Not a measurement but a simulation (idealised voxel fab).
process module | voxel wiring stack
cross-section cut | 300 nm wide | cells 5 nm
A cross-section is a grid of square cells, given in bands from the top down. A band is one or more rows of cells.
Each band's line starts with the height of the band's top and of its bottom, in nm. Then come its materials from left to right, each with its width in nm. One material with "throughout" fills the band from edge to edge. "air" is empty space.
Height 0 is the level under which the wafer as received is all one material. The lowest band goes on downwards, as in "0 down".
A width such as "30 to 40" changes by the same amount from each row of cells to the next, from the band's top row to its bottom row.
"no change" after a step means that no cell of the cross-section changed.
closed voids: empty space of 8 cells or more with no open way to the top, each as width x height at its distance from the left edge, in nm
after a step's settings: what the simulator itself notes on the step
overlay nm, on a step with a mask: how far to the right of its planned place the mask lay; to the left if negative
plan
1 op RECEIVE | material Si
2 op CONFORMAL_DEP | material SiO2 | thk nm 10
3 op DIRECTIONAL_DEP | material TiN | thk nm 5
4 op DIRECTIONAL_DEP | material W | thk nm 15
5 op PATTERN | tone cover | mask id METAL_1 | material resist | width nm 30 | pitch nm 50 | thk nm 20 | overlay nm 0
6 op DIRECTIONAL_ETCH | etch materials W | depth nm 15
7 op DIRECTIONAL_ETCH | etch materials TiN | depth nm 5
8 op STRIP | etch materials resist
9 op FILL_DEP | material lowk | thk nm 10
10 op CMP | height nm 30
11 op CONFORMAL_DEP | material SiCN | thk nm 5
12 op DIRECTIONAL_DEP | material lowk | thk nm 10
13 op PATTERN | tone open | mask id PLUG_1 | material resist | width nm 15 | pitch nm 50 | thk nm 20 | overlay nm 0
14 op DIRECTIONAL_ETCH | etch materials lowk | depth nm 10
15 op DIRECTIONAL_ETCH | etch materials SiCN | depth nm 5
16 op STRIP | etch materials resist
17 op EPI | material Ru | thk nm 10
18 op EPI | material Ru | thk nm 5
19 op CONFORMAL_DEP | material SiCN | thk nm 5
20 op DIRECTIONAL_DEP | material SiO2 | thk nm 15
21 op DIRECTIONAL_DEP | material aC | thk nm 10
22 op PATTERN | tone open | mask id METAL_2 | material resist | width nm 30 | pitch nm 50 | thk nm 30 | overlay nm 0
23 op DIRECTIONAL_ETCH | etch materials aC | depth nm 10
24 op STRIP | etch materials resist
25 op DIRECTIONAL_ETCH | etch materials SiO2 | depth nm 15
26 op DIRECTIONAL_ETCH | etch materials SiCN | depth nm 5
27 op STRIP | etch materials aC
28 op CONFORMAL_DEP | material TiN | thk nm 5
29 op FILL_DEP | material Ru | thk nm 10
30 op CMP | height nm 65
31 op EPI | material Ru | thk nm 5
32 op FILL_DEP | material SiCN | thk nm 5
as received, after step 1
  0 down: Si throughout
  closed voids: none
first wafer at the end, as planned
  75 to 70: SiCN throughout
  70 to 65: SiCN 80 | Ru 40 | SiCN 10 | Ru 40 | SiCN 10 | Ru 40 | SiCN 80
  65 to 50: SiO2 85 | TiN 5 | Ru 20 | TiN 5 | SiO2 20 | TiN 5 | Ru 20 | TiN 5 | SiO2 20 | TiN 5 | Ru 20 | TiN 5 | SiO2 85
  50 to 45: SiCN 85 | TiN 30 | SiCN 20 | TiN 30 | SiCN 20 | TiN 30 | SiCN 85
  45 to 35: lowk 85 | Ru 15 | lowk 35 | Ru 15 | lowk 35 | Ru 15 | lowk 100
  35 to 30: SiCN 85 | Ru 15 | SiCN 35 | Ru 15 | SiCN 35 | Ru 15 | SiCN 100
  30 to 15: lowk 85 | W 30 | lowk 20 | W 30 | lowk 20 | W 30 | lowk 85
  15 to 10: lowk 85 | TiN 30 | lowk 20 | TiN 30 | lowk 20 | TiN 30 | lowk 85
  10 to 0: SiO2 throughout
  0 down: Si throughout
  closed voids: none
second wafer at the end: like start, like plan, one mistake
  75 to 70: SiCN throughout
  70 to 65: SiCN 80 | Ru 40 | SiCN 10 | Ru 40 | SiCN 10 | Ru 40 | SiCN 80
  65 to 60: SiO2 85 | TiN 5 | Ru 20 | TiN 5 | SiO2 20 | TiN 5 | Ru 20 | TiN 5 | SiO2 20 | TiN 5 | Ru 20 | TiN 5 | SiO2 85
  60 to 55: SiO2 70 | SiCN 15 | TiN 30 | SiO2 5 | SiCN 15 | TiN 30 | SiO2 5 | SiCN 15 | TiN 30 | SiO2 85
  55 to 50: SiO2 70 | SiCN 5 | Ru 35 | SiCN 5 | SiO2 5 | SiCN 5 | Ru 35 | SiCN 5 | SiO2 5 | SiCN 5 | Ru 35 | SiCN 5 | SiO2 85
  50 to 45: SiCN 75 | Ru 35 | SiCN 15 | Ru 35 | SiCN 15 | Ru 35 | SiCN 90
  45 to 35: lowk 85 | Ru 15 | lowk 35 | Ru 15 | lowk 35 | Ru 15 | lowk 100
  35 to 30: SiCN 85 | Ru 15 | SiCN 35 | Ru 15 | SiCN 35 | Ru 15 | SiCN 100
  30 to 15: lowk 85 | W 30 | lowk 20 | W 30 | lowk 20 | W 30 | lowk 85
  15 to 10: lowk 85 | TiN 30 | lowk 20 | TiN 30 | lowk 20 | TiN 30 | lowk 85
  10 to 0: SiO2 throughout
  0 down: Si throughout
  closed voids: none
what went wrong: step 17 was run twice
at the end the second wafer has, in cells: 18 more of Ru | 12 more of SiCN | 18 fewer of SiO2 | 12 fewer of TiN
